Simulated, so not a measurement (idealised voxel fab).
Presented below is a process module, voxel double patterning.
Square cell edge 5 nm, section width 230 nm, ID cut.
Bands, listed from the top down, are how a cross-section gets written in this document; the cross-section itself is a grid of square cells, and a band is one or more rows of them. Quick guide to a band line: top height, bottom height (nm) up front; then every material left to right with its width in nm. Only one material and it's marked "all across"? Then it fills the band edge to edge. And "empty" just means empty space. The reference from which all heights are counted is 0, the level beneath which the as-received wafer is entirely one material; the lowest band, having no lower bound, proceeds downward and is written after the example "0..down". So if you see something like "30 to 40" for the width, read it as the top row of the band sitting at the first number and the bottom row at the second, with every row in between moving by the same amount as the last. Where the words "left unchanged" appear for a step, the cross-section shows no cell changed by that step; every cell remained as before. Each empty space that has no open way to the top and spans at least 8 cells appears under "Voids, sealed" as width x height at distance, the distance counted from the left edge, all in nm. Post-settings text on a step line: simulator's own remark regarding the step. overlay nm: step with mask; distance mask lay right of planned place; negative value = left of planned place.

[Planned process steps]
| 1 | op RECEIVE | material Si |
| 2 | op CONFORMAL_DEP | material SiN | thk nm 5 |
| 3 | op DIRECTIONAL_DEP | material SiO2 | thk nm 15 |
| 4 | op DIRECTIONAL_DEP | material SiCN | thk nm 10 |
| 5 | op PATTERN | tone open | mask id FIRST | material resist | width nm 15 | pitch nm 50 | thk nm 15 | overlay nm 0 |
| 6 | op DIRECTIONAL_ETCH | etch materials SiCN | depth nm 10 |
| 7 | op STRIP | etch materials resist |
| 8 | op PATTERN | tone open | mask id SECOND | material resist | width nm 15 | pitch nm 50 | thk nm 20 | overlay nm 0 |
| 9 | op DIRECTIONAL_ETCH | etch materials SiCN | depth nm 10 |
| 10 | op STRIP | etch materials resist |
| 11 | op DIRECTIONAL_ETCH | etch materials SiO2 | depth nm 15 |
| 12 | op STRIP | etch materials SiCN |

[Below: the first of two wafers, run as planned]

[Cross-section: wafer on arrival = after step 1]
- 0..down: Si all across
- Voids, sealed: none

[Cross-section of the wafer subsequent to step 2]
- 5..0: SiN all across
- below 0: unchanged

[Cross-section of the wafer subsequent to step 3]
- 20..5: SiO2 all across
- below 5: unchanged

[Cross-section of the wafer subsequent to step 4]
- 30..20: SiCN all across
- below 20: unchanged

[Cross-section of the wafer subsequent to step 5]
- 45..30: resist=55  empty=15  resist=35  empty=15  resist=35  empty=15  resist=60
- below 30: unchanged

[Cross-section of the wafer subsequent to step 6]
- 45..30: resist=55  empty=15  resist=35  empty=15  resist=35  empty=15  resist=60
- 30..20: SiCN=55  empty=15  SiCN=35  empty=15  SiCN=35  empty=15  SiCN=60
- below 20: unchanged

[Cross-section of the wafer subsequent to step 7]
- 30..20: SiCN=55  empty=15  SiCN=35  empty=15  SiCN=35  empty=15  SiCN=60
- below 20: unchanged

[Cross-section of the wafer subsequent to step 8]
- 50..30: resist=80  empty=15  resist=35  empty=15  resist=85
- 30..20: SiCN=55  resist=15  SiCN=35  resist=15  SiCN=35  resist=15  SiCN=60
- below 20: unchanged

[Cross-section of the wafer subsequent to step 9]
- 50..30: resist=80  empty=15  resist=35  empty=15  resist=85
- 30..20: SiCN=55  resist=15  SiCN=10  empty=15  SiCN=10  resist=15  SiCN=10  empty=15  SiCN=10  resist=15  SiCN=60
- below 20: unchanged

[Cross-section of the wafer subsequent to step 10]
- 30..20: SiCN=55  empty=15  SiCN=10  empty=15  SiCN=10  empty=15  SiCN=10  empty=15  SiCN=10  empty=15  SiCN=60
- below 20: unchanged

[Cross-section of the wafer subsequent to step 11]
- 30..20: SiCN=55  empty=15  SiCN=10  empty=15  SiCN=10  empty=15  SiCN=10  empty=15  SiCN=10  empty=15  SiCN=60
- 20..5: SiO2=55  empty=15  SiO2=10  empty=15  SiO2=10  empty=15  SiO2=10  empty=15  SiO2=10  empty=15  SiO2=60
- below 5: unchanged

[Cross-section of the wafer subsequent to step 12]
- 20..5: SiO2=55  empty=15  SiO2=10  empty=15  SiO2=10  empty=15  SiO2=10  empty=15  SiO2=10  empty=15  SiO2=60
- below 5: unchanged

[Wafer two: like wafer one in start and plan, but with one mistake in execution; identical up to and including step 1]

Second wafer cross-section, taken as of the time the plan sets for step 2 to be done: left unchanged

[Second wafer cross-section, taken as of the time the plan sets for step 3 to be done]
- 15..0: SiO2 all across
- below 0: unchanged

[Second wafer cross-section, taken as of the time the plan sets for step 4 to be done]
- 25..15: SiCN all across
- below 15: unchanged

[Second wafer cross-section, taken as of the time the plan sets for step 5 to be done]
- 40..25: resist=55  empty=15  resist=35  empty=15  resist=35  empty=15  resist=60
- below 25: unchanged

[Second wafer cross-section, taken as of the time the plan sets for step 6 to be done]
- 40..25: resist=55  empty=15  resist=35  empty=15  resist=35  empty=15  resist=60
- 25..15: SiCN=55  empty=15  SiCN=35  empty=15  SiCN=35  empty=15  SiCN=60
- below 15: unchanged

[Second wafer cross-section, taken as of the time the plan sets for step 7 to be done]
- 25..15: SiCN=55  empty=15  SiCN=35  empty=15  SiCN=35  empty=15  SiCN=60
- below 15: unchanged

[Second wafer cross-section, taken as of the time the plan sets for step 8 to be done]
- 45..25: resist=80  empty=15  resist=35  empty=15  resist=85
- 25..15: SiCN=55  resist=15  SiCN=35  resist=15  SiCN=35  resist=15  SiCN=60
- below 15: unchanged

[Second wafer cross-section, taken as of the time the plan sets for step 9 to be done]
- 45..25: resist=80  empty=15  resist=35  empty=15  resist=85
- 25..15: SiCN=55  resist=15  SiCN=10  empty=15  SiCN=10  resist=15  SiCN=10  empty=15  SiCN=10  resist=15  SiCN=60
- below 15: unchanged

[Second wafer cross-section, taken as of the time the plan sets for step 10 to be done]
- 25..15: SiCN=55  empty=15  SiCN=10  empty=15  SiCN=10  empty=15  SiCN=10  empty=15  SiCN=10  empty=15  SiCN=60
- below 15: unchanged

[Second wafer cross-section, taken as of the time the plan sets for step 11 to be done]
- 25..15: SiCN=55  empty=15  SiCN=10  empty=15  SiCN=10  empty=15  SiCN=10  empty=15  SiCN=10  empty=15  SiCN=60
- 15..0: SiO2=55  empty=15  SiO2=10  empty=15  SiO2=10  empty=15  SiO2=10  empty=15  SiO2=10  empty=15  SiO2=60
- below 0: unchanged

[Second wafer cross-section, taken as of the time the plan sets for step 12 to be done]
- 15..0: SiO2=55  empty=15  SiO2=10  empty=15  SiO2=10  empty=15  SiO2=10  empty=15  SiO2=10  empty=15  SiO2=60
- below 0: unchanged
Deviation noted in wafer processing: it should be noted that step 2 of the plan was omitted and was not performed
End check, counted in cells, second wafer has more or fewer of these materials than the first: SiN: 46 fewer
